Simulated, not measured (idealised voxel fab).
process module | voxel spacer lines
cross-section cut | 245 nm wide | cells 5 nm
A cross-section is a grid of square cells, given in bands from the top down. A band is one or more rows of cells.
Each band's line starts with the height of the band's top and of its bottom, in nm. Then come its materials from left to right, each with its width in nm. One material with "throughout" fills the band from edge to edge. "air" is empty space.
Height 0 is the level under which the wafer as received is all one material. The lowest band goes on downwards, as in "0 down".
A width such as "30 to 40" changes by the same amount from each row of cells to the next, from the band's top row to its bottom row.
"no change" after a step means that no cell of the cross-section changed.
closed voids: empty space of 8 cells or more with no open way to the top, each as width x height at its distance from the left edge, in nm
after a step's settings: what the simulator itself notes on the step
overlay nm, on a step with a mask: how far to the right of its planned place the mask lay; to the left if negative
plan
1 op RECEIVE | material Si
2 op CONFORMAL_DEP | material Al2O3 | thk nm 5
3 op DIRECTIONAL_DEP | material TiN | thk nm 10
4 op DIRECTIONAL_DEP | material aC | thk nm 25
5 op PATTERN | tone cover | mask id MANDREL | material resist | width nm 20 | pitch nm 60 | thk nm 30 | overlay nm 0
6 op DIRECTIONAL_ETCH | etch materials aC | depth nm 25
7 op STRIP | etch materials resist
8 op CONFORMAL_DEP | material SiO2 | thk nm 10
9 op DIRECTIONAL_ETCH | etch materials SiO2 | depth nm 10
10 op STRIP | etch materials aC
11 op DIRECTIONAL_ETCH | etch materials TiN | depth nm 10
12 op STRIP | etch materials SiO2
13 op FILL_DEP | material lowk | thk nm 5
14 op CMP | height nm 15
as received, after step 1
  0 down: Si throughout
  closed voids: none
a wafer at the end: this start, this plan, one mistake
  15 to 5: lowk 70 | TiN 10 | lowk 20 | TiN 10 | lowk 20 | TiN 10 | lowk 20 | TiN 10 | lowk 75
  5 to 0: TiN throughout
  0 down: Si throughout
  closed voids: none
what went wrong: step 2 ran as: op CONFORMAL_DEP | material TiN | thk nm 5
